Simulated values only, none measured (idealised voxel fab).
process module | voxel ribs on slabs
cross-section cut | 180 nm wide | cells 5 nm
A cross-section is a grid of square cells, given in bands from the top down. A band is one or more rows of cells.
Each band's line starts with the height of the band's top and of its bottom, in nm. Then come its materials from left to right, each with its width in nm. One material with "throughout" fills the band from edge to edge. "air" is empty space.
Height 0 is the level under which the wafer as received is all one material. The lowest band goes on downwards, as in "0 down".
A width such as "30 to 40" changes by the same amount from each row of cells to the next, from the band's top row to its bottom row.
"no change" after a step means that no cell of the cross-section changed.
closed voids: empty space of 8 cells or more with no open way to the top, each as width x height at its distance from the left edge, in nm
after a step's settings: what the simulator itself notes on the step
overlay nm, on a step with a mask: how far to the right of its planned place the mask lay; to the left if negative
plan
1 op RECEIVE | material Si
2 op DIRECTIONAL_DEP | material SiO2 | thk nm 30
3 op DIRECTIONAL_DEP | material SiN | thk nm 20
4 op DIRECTIONAL_DEP | material aC | thk nm 15
5 op PATTERN | tone cover | mask id RIB | material resist | width nm 25 | thk nm 30 | overlay nm 0
6 op DIRECTIONAL_ETCH | etch materials aC | depth nm 15
7 op STRIP | etch materials resist
8 op DIRECTIONAL_ETCH | etch materials SiN | depth nm 10
9 op STRIP | etch materials aC
10 op DIRECTIONAL_DEP | material aC | thk nm 15
11 op PATTERN | tone cover | mask id SLAB | material resist | width nm 75 | thk nm 30 | overlay nm 0
12 op DIRECTIONAL_ETCH | etch materials aC | depth nm 15
13 op STRIP | etch materials resist
14 op DIRECTIONAL_ETCH | etch materials SiN | depth nm 10
15 op STRIP | etch materials aC
16 op FILL_DEP | material SiO2 | thk nm 25
17 op CMP | height nm 65
18 op DIRECTIONAL_DEP | material W | thk nm 5
19 op PATTERN | tone cover | mask id HEATER | material resist | width nm 35 | thk nm 15 | overlay nm 0
20 op DIRECTIONAL_ETCH | etch materials W | depth nm 5
21 op STRIP | etch materials resist
22 op CONFORMAL_DEP | material SiO2 | thk nm 10
as received, after step 1
  0 down: Si throughout
  closed voids: none
first wafer at the end, as planned
  80 to 75: air 60 | SiO2 55 | air 65
  75 to 70: SiO2 throughout
  70 to 65: SiO2 70 | W 35 | SiO2 75
  65 to 50: SiO2 throughout
  50 to 40: SiO2 75 | SiN 25 | SiO2 80
  40 to 30: SiO2 50 | SiN 75 | SiO2 55
  30 to 0: SiO2 throughout
  0 down: Si throughout
  closed voids: none
second wafer at the end: like start, like plan, one mistake
  80 to 75: air 60 | SiO2 55 | air 65
  75 to 70: SiO2 throughout
  70 to 65: SiO2 70 | W 35 | SiO2 75
  65 to 50: SiO2 throughout
  50 to 40: SiO2 75 | SiN 25 | SiO2 80
  40 to 30: SiO2 40 | SiN 75 | SiO2 65
  30 to 0: SiO2 throughout
  0 down: Si throughout
  closed voids: none
what went wrong: step 11 ran as: op PATTERN | tone cover | mask id SLAB | material resist | width nm 75 | thk nm 30 | overlay nm -10
at the end the second wafer has, in cells: as many of each material as the first, in other places
